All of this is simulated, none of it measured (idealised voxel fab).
The process module presented herein is designated voxel wiring stack.
For reference, the cross-section in this document is cut, with width 205 nm and square cells of 5 nm.
When this document writes out a cross-section, it uses a grid of square cells and lists it as bands, beginning at the top and moving down, with a band standing for one or more rows of cells.
Read a band's entry like this: the first values are the height of its top and the height of its bottom in nm, and what follows is the sequence of materials from left to right, each with its width in nm. Note that "empty" is empty space, and that a single material marked "all across" reaches across the band from edge to edge.
Heights from 0 (as-received wafer is one material below). Bottom band endless downward, as "from 0 down".
A width given as "30->40" starts at the first number in the band's top row and ends at the second number in its bottom row, shifting by an equal amount at every step from row to row.
"all unchanged" for a step: no cell of the cross-section changed in that step.
You'll see "Trapped voids" listing empty spaces that have no way open to the top, as long as they're 8 cells or more; the notation is width x height at distance, where the distance is from the left edge, and all of it is in nm.
Anything after a step's settings on that line? It's the simulator's own note about the step.
overlay nm: right-of-plan distance of the mask on a masked step; negative values mean left-of-plan.

### Listed below are the process steps as planned
1: RECEIVE (material Si)
2: CONFORMAL_DEP (material SiO2; thk nm 10)
3: DIRECTIONAL_DEP (material TiN; thk nm 5)
4: DIRECTIONAL_DEP (material Ru; thk nm 25)
5: PATTERN (tone cover; mask id METAL_1; material resist; width nm 30; pitch nm 50; thk nm 20; overlay nm 0)
6: DIRECTIONAL_ETCH (etch materials Ru; depth nm 25)
7: DIRECTIONAL_ETCH (etch materials TiN; depth nm 5)
8: STRIP (etch materials resist)
9: FILL_DEP (material SiO2; thk nm 10)
10: CMP (height nm 40)
11: CONFORMAL_DEP (material SiCN; thk nm 5)
12: DIRECTIONAL_DEP (material SiO2; thk nm 15)
13: MASKED_ETCH (tone open; mask id PLUG_1; width nm 15; pitch nm 50; etch materials SiO2; depth nm 15; overlay nm 0)
14: MASKED_ETCH (tone open; mask id PLUG_1; width nm 15; pitch nm 50; etch materials SiCN; depth nm 5; overlay nm 0)
15: CONFORMAL_DEP (material TiN; thk nm 5)
16: FILL_DEP (material Cu; thk nm 5)
17: CMP (height nm 60)
18: CONFORMAL_DEP (material SiN; thk nm 5)
19: DIRECTIONAL_DEP (material SiO2; thk nm 25)
20: DIRECTIONAL_DEP (material aC; thk nm 10)
21: PATTERN (tone open; mask id METAL_2; material resist; width nm 30; pitch nm 50; thk nm 25; overlay nm 0)
22: DIRECTIONAL_ETCH (etch materials aC; depth nm 10)
23: STRIP (etch materials resist)
24: DIRECTIONAL_ETCH (etch materials SiO2; depth nm 25)
25: DIRECTIONAL_ETCH (etch materials SiN; depth nm 5)
26: STRIP (etch materials aC)
27: CONFORMAL_DEP (material TiN; thk nm 5)
28: FILL_DEP (material Cu; thk nm 5)
29: CMP (height nm 90)
30: CONFORMAL_DEP (material SiCN; thk nm 5)

### Delivered wafer in cross-section: state after step 1
    from 0 down  Si all across
    Trapped voids: none

### What the wafer looks like in cross-section after this module, when it starts as shown above and follows the plan above but one mistake is made in running it
    from 95 to 90  SiCN all across
    from 90 to 65  SiO2: 25, TiN: 5, Cu: 20, TiN: 5, SiO2: 20, TiN: 5, Cu: 20, TiN: 5, SiO2: 20, TiN: 5, Cu: 20, TiN: 5, SiO2: 50
    from 65 to 60  SiN: 25, TiN: 30, SiN: 20, TiN: 30, SiN: 20, TiN: 30, SiN: 50
    from 60 to 45  SiO2: 35, TiN: 5, Cu: 5, TiN: 5, SiO2: 35, TiN: 5, Cu: 5, TiN: 5, SiO2: 35, TiN: 5, Cu: 5, TiN: 5, SiO2: 55
    from 45 to 40  SiCN: 35, TiN: 15, SiCN: 35, TiN: 15, SiCN: 35, TiN: 15, SiCN: 55
    from 40 to 15  SiO2: 35, Ru: 30, SiO2: 20, Ru: 30, SiO2: 20, Ru: 30, SiO2: 40
    from 15 to 10  SiO2: 35, TiN: 30, SiO2: 20, TiN: 30, SiO2: 20, TiN: 30, SiO2: 40
    from 10 to 0  SiO2 all across
    from 0 down  Si all across
    Trapped voids: none
Where did the run depart from the plan? step 21 was processed under conditions differing from the plan, specifically as PATTERN (tone open; mask id METAL_2; material resist; width nm 30; pitch nm 50; thk nm 25; overlay nm -10)
